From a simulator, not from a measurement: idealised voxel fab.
process module | voxel ribs on slabs
cross-section cut | 140 nm wide | cells 5 nm
A cross-section is a grid of square cells, given in bands from the top down. A band is one or more rows of cells.
Each band's line starts with the height of the band's top and of its bottom, in nm. Then come its materials from left to right, each with its width in nm. One material with "throughout" fills the band from edge to edge. "air" is empty space.
Height 0 is the level under which the wafer as received is all one material. The lowest band goes on downwards, as in "0 down".
A width such as "30 to 40" changes by the same amount from each row of cells to the next, from the band's top row to its bottom row.
"no change" after a step means that no cell of the cross-section changed.
closed voids: empty space of 8 cells or more with no open way to the top, each as width x height at its distance from the left edge, in nm
after a step's settings: what the simulator itself notes on the step
overlay nm, on a step with a mask: how far to the right of its planned place the mask lay; to the left if negative
plan
1 op RECEIVE | material Si
2 op DIRECTIONAL_DEP | material SiO2 | thk nm 20
3 op DIRECTIONAL_DEP | material SiN | thk nm 20
4 op PATTERN | tone cover | mask id RIB | material resist | width nm 25 | thk nm 15 | overlay nm 0
5 op DIRECTIONAL_ETCH | etch materials SiN | depth nm 15
6 op STRIP | etch materials resist
7 op MASKED_ETCH | tone cover | mask id SLAB | width nm 55 | etch materials SiN | depth nm 5 | overlay nm 0
8 op FILL_DEP | material SiO2 | thk nm 15
9 op CMP | height nm 50
10 op DIRECTIONAL_DEP | material TiN | thk nm 5
11 op DIRECTIONAL_DEP | material aC | thk nm 15
12 op PATTERN | tone cover | mask id HEATER | material resist | width nm 35 | thk nm 35 | overlay nm -15
13 op DIRECTIONAL_ETCH | etch materials aC | depth nm 15
14 op STRIP | etch materials resist
15 op DIRECTIONAL_ETCH | etch materials TiN | depth nm 5
16 op STRIP | etch materials aC
17 op CONFORMAL_DEP | material SiN | thk nm 10
varied across the wafers: overlay nm of step 12. The plan shows the first wafer's value. All wafers start alike
first wafer as received, after step 1
  0 down: Si throughout
  closed voids: none
each wafer at the end: cells of each material gained (+) or lost (-) since it was received, then its closed voids
overlay nm -15 | +86 SiN | +254 SiO2 | +7 TiN | closed voids: none
overlay nm -10 | +86 SiN | +254 SiO2 | +7 TiN | closed voids: none
overlay nm -5 | +86 SiN | +254 SiO2 | +7 TiN | closed voids: none
overlay nm 0 | +86 SiN | +254 SiO2 | +7 TiN | closed voids: none
overlay nm 5 | +86 SiN | +254 SiO2 | +7 TiN | closed voids: none
overlay nm 10 | +86 SiN | +254 SiO2 | +7 TiN | closed voids: none
overlay nm 15 | +86 SiN | +254 SiO2 | +7 TiN | closed voids: none
